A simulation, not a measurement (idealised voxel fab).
Title: Process Module voxel lift off
This is section cut - it's 140 nm across, gridded in 5 nm square cells.
Think of the cross-section as a grid of square cells. We describe it in bands, top to bottom, and each band covers one or more rows of those cells.
In this notation a band is specified by the heights of its top and bottom, in that order and in nm, after which its materials appear from left to right, each paired with its width in nm. The word "edge to edge" attached to a single material means that material fills the band from edge to edge; the word "empty" stands for empty space.
Zero point of the height axis is 0; under it, received wafer = one material. Lowest band: continues down indefinitely, "from 0 down".
Top row gets the first number, bottom row gets the second, and each row in between changes by the same step: that is how a band width like "30 to 40" works.
"all unchanged" means the step left every cell of the cross-section as it was.
Reported under the label "Sealed internal cavities" are the empty spaces having no open way to the top and comprising 8 cells or more; the notation for each is width x height at distance, in which the distance is measured from the left edge and all three values are in nm.
Text after the settings on a step's line: the simulator's own remark on that step.
"overlay nm" answers the question of how far to the right of plan the mask lay on a step that has a mask, and when it is negative the answer is to the left.

Planned process steps:
1) RECEIVE, material Si
2) CONFORMAL_DEP, material Al2O3, thk nm 15
3) PATTERN, tone open, mask id LINES, material resist, width nm 25, pitch nm 40, thk nm 20, overlay nm 0
4) DIRECTIONAL_DEP, material Ru, thk nm 10
5) STRIP, etch materials resist
6) CONFORMAL_DEP, material SiO2, thk nm 10

Cross-section of the wafer at receipt, which is the condition after step 1:
	from 0 down  Si edge to edge
	Sealed internal cavities: none

First of two wafers: cross-section at end of module, run per plan:
	from 35 to 25  empty (25) | SiO2 (85) | empty (30)
	from 25 to 15  SiO2 (35) | Ru (25) | SiO2 (15) | Ru (25) | SiO2 (40)
	from 15 to 0  Al2O3 edge to edge
	from 0 down  Si edge to edge
	Sealed internal cavities: none

Now the second wafer, cross-sectioned at the end of the module. Nothing different at the start, nothing different in the plan compared with the first, just one mistake when it was actually run:
	from 35 to 25  empty (30) | SiO2 (85) | empty (25)
	from 25 to 15  SiO2 (40) | Ru (25) | SiO2 (15) | Ru (25) | SiO2 (35)
	from 15 to 0  Al2O3 edge to edge
	from 0 down  Si edge to edge
	Sealed internal cavities: none
Which mistake was made when the wafer was run? step 3 ran as: PATTERN, tone open, mask id LINES, material resist, width nm 25, pitch nm 40, thk nm 20, overlay nm 5
When the process is done, the second wafer contains the same cell count of every material as the first wafer, but distributed over other locations.
